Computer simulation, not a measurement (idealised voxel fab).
process module | voxel self aligned contacts
cross-section cut | 260 nm wide | cells 5 nm
A cross-section is a grid of square cells, given in bands from the top down. A band is one or more rows of cells.
Each band's line starts with the height of the band's top and of its bottom, in nm. Then come its materials from left to right, each with its width in nm. One material with "throughout" fills the band from edge to edge. "air" is empty space.
Height 0 is the level under which the wafer as received is all one material. The lowest band goes on downwards, as in "0 down".
A width such as "30 to 40" changes by the same amount from each row of cells to the next, from the band's top row to its bottom row.
"no change" after a step means that no cell of the cross-section changed.
closed voids: empty space of 8 cells or more with no open way to the top, each as width x height at its distance from the left edge, in nm
after a step's settings: what the simulator itself notes on the step
overlay nm, on a step with a mask: how far to the right of its planned place the mask lay; to the left if negative
plan
1 op RECEIVE | material Si
2 op OXIDIZE | depth nm 5
3 op DIRECTIONAL_DEP | material polySi | thk nm 30
4 op DIRECTIONAL_DEP | material SiN | thk nm 15
5 op MASKED_ETCH | tone cover | mask id GATE | width nm 35 | pitch nm 70 | etch materials SiN | depth nm 15 | overlay nm 0
6 op MASKED_ETCH | tone cover | mask id GATE | width nm 35 | pitch nm 70 | etch materials polySi | depth nm 30 | overlay nm 0
7 op CONFORMAL_DEP | material SiN | thk nm 5
8 op DIRECTIONAL_ETCH | etch materials SiN | depth nm 5
9 op FILL_DEP | material SiO2 | thk nm 15
10 op CMP | height nm 50
11 op PATTERN | tone open | mask id CONTACT | material resist | width nm 45 | pitch nm 70 | thk nm 15 | overlay nm 0
12 op DIRECTIONAL_ETCH | etch materials SiO2 | depth nm 55
13 op STRIP | etch materials resist
14 op CONFORMAL_DEP | material TiN | thk nm 5
15 op FILL_DEP | material Ru | thk nm 10
16 op CMP | height nm 50
17 op CONFORMAL_DEP | material SiCN | thk nm 5
as received, after step 1
  0 down: Si throughout
  closed voids: none
first wafer at the end, as planned
  55 to 50: SiCN throughout
  50 to 45: SiO2 70 | TiN 15 | Ru 15 | TiN 15 | SiO2 25 | TiN 15 | Ru 15 | TiN 15 | SiO2 75
  45 to 30: SiO2 35 | SiN 45 | TiN 5 | Ru 15 | TiN 5 | SiN 45 | TiN 5 | Ru 15 | TiN 5 | SiN 45 | SiO2 40
  30 to 0: SiO2 35 | SiN 5 | polySi 35 | SiN 5 | TiN 5 | Ru 15 | TiN 5 | SiN 5 | polySi 35 | SiN 5 | TiN 5 | Ru 15 | TiN 5 | SiN 5 | polySi 35 | SiN 5 | SiO2 40
  0 to -5: SiO2 80 | TiN 25 | SiO2 45 | TiN 25 | SiO2 85
  -5 down: Si throughout
  closed voids: none
second wafer at the end: like start, like plan, one mistake
  55 to 50: SiCN throughout
  50 to 45: SiO2 80 | TiN 5 | Ru 15 | TiN 25 | SiO2 25 | TiN 5 | Ru 15 | TiN 25 | SiO2 65
  45 to 30: SiO2 35 | SiN 45 | TiN 5 | Ru 15 | TiN 5 | SiN 45 | TiN 5 | Ru 15 | TiN 5 | SiN 45 | SiO2 40
  30 to 0: SiO2 35 | SiN 5 | polySi 35 | SiN 5 | TiN 5 | Ru 15 | TiN 5 | SiN 5 | polySi 35 | SiN 5 | TiN 5 | Ru 15 | TiN 5 | SiN 5 | polySi 35 | SiN 5 | SiO2 40
  0 to -5: SiO2 80 | TiN 25 | SiO2 45 | TiN 25 | SiO2 85
  -5 down: Si throughout
  closed voids: none
what went wrong: step 11 ran as: op PATTERN | tone open | mask id CONTACT | material resist | width nm 45 | pitch nm 70 | thk nm 15 | overlay nm 10
at the end the second wafer has, in cells: as many of each material as the first, in other places
